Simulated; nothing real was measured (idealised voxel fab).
process module | voxel fin reveal
cross-section cut | 215 nm wide | cells 5 nm
A cross-section is a grid of square cells, given in bands from the top down. A band is one or more rows of cells.
Each band's line starts with the height of the band's top and of its bottom, in nm. Then come its materials from left to right, each with its width in nm. One material with "throughout" fills the band from edge to edge. "air" is empty space.
Height 0 is the level under which the wafer as received is all one material. The lowest band goes on downwards, as in "0 down".
A width such as "30 to 40" changes by the same amount from each row of cells to the next, from the band's top row to its bottom row.
"no change" after a step means that no cell of the cross-section changed.
closed voids: empty space of 8 cells or more with no open way to the top, each as width x height at its distance from the left edge, in nm
after a step's settings: what the simulator itself notes on the step
overlay nm, on a step with a mask: how far to the right of its planned place the mask lay; to the left if negative
plan
1 op RECEIVE | material Si
2 op CONFORMAL_DEP | material SiN | thk nm 5
3 op MASKED_ETCH | tone cover | mask id FINS | width nm 15 | pitch nm 40 | etch materials SiN | depth nm 5 | overlay nm 0
4 op MASKED_ETCH | tone cover | mask id FINS | width nm 15 | pitch nm 40 | etch materials Si | depth nm 30 | overlay nm 0
5 op OXIDIZE | depth nm 5
6 op FILL_DEP | material SiO2 | thk nm 10
7 op CMP | height nm 5
8 op SELECTIVE_ETCH | etch materials SiO2 | depth nm 25
9 op STRIP | etch materials SiN
as received, after step 1
  0 down: Si throughout
  closed voids: none
a wafer at the end: this start, this plan, one mistake
  0 to -20: air 65 | Si 5 | air 35 | Si 5 | air 35 | Si 5 | air 65
  -20 to -65: SiO2 65 | Si 5 | SiO2 35 | Si 5 | SiO2 35 | Si 5 | SiO2 65
  -65 down: Si throughout
  closed voids: none
what went wrong: step 4 was run twice
